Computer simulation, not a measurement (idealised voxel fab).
process module | voxel gate over fins
cross-section cut | 195 nm wide | cells 5 nm
A cross-section is a grid of square cells, given in bands from the top down. A band is one or more rows of cells.
Each band's line starts with the height of the band's top and of its bottom, in nm. Then come its materials from left to right, each with its width in nm. One material with "throughout" fills the band from edge to edge. "air" is empty space.
Height 0 is the level under which the wafer as received is all one material. The lowest band goes on downwards, as in "0 down".
A width such as "30 to 40" changes by the same amount from each row of cells to the next, from the band's top row to its bottom row.
"no change" after a step means that no cell of the cross-section changed.
closed voids: empty space of 8 cells or more with no open way to the top, each as width x height at its distance from the left edge, in nm
after a step's settings: what the simulator itself notes on the step
overlay nm, on a step with a mask: how far to the right of its planned place the mask lay; to the left if negative
plan
1 op RECEIVE | material Si
2 op CONFORMAL_DEP | material SiN | thk nm 5
3 op DIRECTIONAL_DEP | material aC | thk nm 15
4 op PATTERN | tone cover | mask id FINS | material resist | width nm 15 | pitch nm 60 | thk nm 30 | overlay nm 0
5 op DIRECTIONAL_ETCH | etch materials aC | depth nm 15
6 op STRIP | etch materials resist
7 op DIRECTIONAL_ETCH | etch materials SiN | depth nm 5
8 op DIRECTIONAL_ETCH | etch materials Si | depth nm 30
9 op STRIP | etch materials aC
10 op FILL_DEP | material SiO2 | thk nm 10
11 op CMP | height nm 5
12 op MASKED_ETCH | tone open | mask id RAIL | width nm 15 | etch materials SiO2 | depth nm 30 | overlay nm 0
13 op CONFORMAL_DEP | material TiN | thk nm 5
14 op FILL_DEP | material W | thk nm 5
15 op CMP | height nm 5
16 op SELECTIVE_ETCH | etch materials W Ru TiN | depth nm 20
17 op FILL_DEP | material SiO2 | thk nm 5
18 op CMP | height nm 5
19 op SELECTIVE_ETCH | etch materials SiO2 | depth nm 15
20 op STRIP | etch materials SiN
21 op CONFORMAL_DEP | material HfO2 | thk nm 5
22 op CONFORMAL_DEP | material TiN | thk nm 5
23 op CONFORMAL_DEP | material TiAl | thk nm 5
24 op CONFORMAL_DEP | material TiN | thk nm 5
25 op FILL_DEP | material W | thk nm 15
26 op CMP | height nm 30
27 op CONFORMAL_DEP | material SiCN | thk nm 10
as received, after step 1
  0 down: Si throughout
  closed voids: none
a wafer at the end: this start, this plan, one mistake
  40 to 30: SiCN throughout
  30 to 20: W throughout
  20 to 15: W 20 | TiN 55 | W 5 | TiN 55 | W 5 | TiN 55
  15 to 10: W 20 | TiN 5 | TiAl 45 | TiN 5 | W 5 | TiN 5 | TiAl 45 | TiN 5 | W 5 | TiN 5 | TiAl 45 | TiN 5
  10 to 5: TiN 25 | TiAl 5 | TiN 35 | TiAl 5 | TiN 15 | TiAl 5 | TiN 35 | TiAl 5 | TiN 15 | TiAl 5 | TiN 35 | TiAl 5 | TiN 5
  5 to 0: TiAl 30 | TiN 5 | HfO2 25 | TiN 5 | TiAl 25 | TiN 5 | HfO2 25 | TiN 5 | TiAl 25 | TiN 5 | HfO2 25 | TiN 5 | TiAl 10
  0 to -5: TiN 35 | HfO2 5 | Si 15 | HfO2 5 | TiN 35 | HfO2 5 | Si 15 | HfO2 5 | TiN 35 | HfO2 5 | Si 15 | HfO2 5 | TiN 15
  -5 to -10: HfO2 40 | Si 15 | HfO2 45 | Si 15 | HfO2 45 | Si 15 | HfO2 20
  -10 to -15: SiO2 40 | Si 15 | SiO2 45 | Si 15 | SiO2 45 | Si 15 | SiO2 20
  -15 to -20: SiO2 40 | Si 15 | SiO2 5 | TiN 5 | W 5 | TiN 5 | SiO2 25 | Si 15 | SiO2 45 | Si 15 | SiO2 20
  -20 to -25: SiO2 40 | Si 15 | SiO2 5 | TiN 15 | SiO2 25 | Si 15 | SiO2 45 | Si 15 | SiO2 20
  -25 to -30: SiO2 40 | Si 15 | SiO2 45 | Si 15 | SiO2 45 | Si 15 | SiO2 20
  -30 down: Si throughout
  closed voids: none
what went wrong: step 4 ran as: op PATTERN | tone cover | mask id FINS | material resist | width nm 15 | pitch nm 60 | thk nm 30 | overlay nm 10
